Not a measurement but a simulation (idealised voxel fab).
Process module, titled voxel gate over fins
Displayed cross-section: cut, width of 290 nm, square cells sized 5 nm.
For the purposes of this document, a cross-section shall be understood as a grid of square cells, specified as bands listed in top-to-bottom order, each band consisting of one or more rows of cells.
Heights first: top, then bottom, in nm. Then materials, left to right, each with a width in nm. "everywhere" on a single material: fills the band edge to edge. "air": empty space.
Convention: height 0 is the level below which the wafer, as received, is all one material. The lowest band does not terminate at the bottom but continues downward, represented as "0 nm and below".
When a width is written as two numbers, as in "30 to 40", the first number is the width in the top row of cells of the band and the second is the width in its bottom row, and the width changes by the same amount from each row to the next.
Given "same as before" for a step, no cell of the cross-section differs between before and after that step.
Closed-off voids of 8+ cells (no open route to the top) go in "Enclosed cavities", written width x height at distance from the left edge, in nm.
It should be noted that, on the line of a given step, the content following the step's settings is a remark produced by the simulator itself with respect to that step.
overlay nm: mask right of planned place by this much (step with mask). Neg. = left.
PLANNED STEP LIST FOR THE PROCESS
1: RECEIVE with material Si
2: CONFORMAL_DEP with material SiN, thk nm 10
3: DIRECTIONAL_DEP with material aC, thk nm 10
4: PATTERN with tone cover, mask id FINS, material resist, width nm 15, pitch nm 45, thk nm 30, overlay nm 0
5: DIRECTIONAL_ETCH with etch materials aC, depth nm 10
6: STRIP with etch materials resist
7: DIRECTIONAL_ETCH with etch materials SiN, depth nm 10
8: DIRECTIONAL_ETCH with etch materials Si, depth nm 40
9: STRIP with etch materials aC
10: OXIDIZE with depth nm 5
11: FILL_DEP with material SiO2, thk nm 5
12: CMP with height nm 10
13: SELECTIVE_ETCH with etch materials SiO2, depth nm 25
14: STRIP with etch materials SiN
15: CONFORMAL_DEP with material HfO2, thk nm 5
16: CONFORMAL_DEP with material TiN, thk nm 5
17: CONFORMAL_DEP with material TiAl, thk nm 5
18: CONFORMAL_DEP with material TiN, thk nm 5
19: FILL_DEP with material W, thk nm 10
20: CMP with height nm 25
21: CONFORMAL_DEP with material SiN, thk nm 5
CROSS-SECTION OF THE INCOMING WAFER, STATE AFTER STEP 1
  0 nm and below | Si everywhere
  Enclosed cavities: none
STARTING WAFER: ABOVE. PLAN: ABOVE. RUN: ONE MISTAKE. CROSS-SECTION AFTER THE MODULE: BELOW
  30 nm to 25 nm | SiN everywhere
  25 nm to 20 nm | W everywhere
  20 nm to 15 nm | W (75), TiN (135), W (80)
  15 nm to 10 nm | W (75), TiN (5), HfO2 (35), TiN (10), HfO2 (35), TiN (10), HfO2 (35), TiN (5), W (80)
  10 nm to 5 nm | W (75), TiN (5), HfO2 (5), TiN (25), HfO2 (5), TiN (10), HfO2 (5), TiN (25), HfO2 (5), TiN (10), HfO2 (5), TiN (25), HfO2 (5), TiN (5), W (80)
  5 nm to 0 nm | TiN (80), HfO2 (5), TiN (5), HfO2 (15), TiN (5), HfO2 (5), TiN (10), HfO2 (5), TiN (5), HfO2 (15), TiN (5), HfO2 (5), TiN (10), HfO2 (5), TiN (5), HfO2 (15), TiN (5), HfO2 (5), TiN (85)
  0 nm to -5 nm | HfO2 (85), TiN (5), HfO2 (5), Si (5), HfO2 (5), TiN (5), HfO2 (20), TiN (5), HfO2 (5), Si (5), HfO2 (5), TiN (5), HfO2 (20), TiN (5), HfO2 (5), Si (5), HfO2 (5), TiN (5), HfO2 (90)
  -5 nm to -10 nm | TiN (90), HfO2 (5), Si (5), HfO2 (5), TiN (30), HfO2 (5), Si (5), HfO2 (5), TiN (30), HfO2 (5), Si (5), HfO2 (5), TiN (95)
  -10 nm to -15 nm | HfO2 (95), Si (5), HfO2 (40), Si (5), HfO2 (40), Si (5), HfO2 (100)
  -15 nm to -45 nm | SiO2 (95), Si (5), SiO2 (40), Si (5), SiO2 (40), Si (5), SiO2 (100)
  -45 nm and below | Si everywhere
  Enclosed cavities: none
Misprocessing identified: not per plan at step 17, really ran CONFORMAL_DEP with material HfO2, thk nm 5
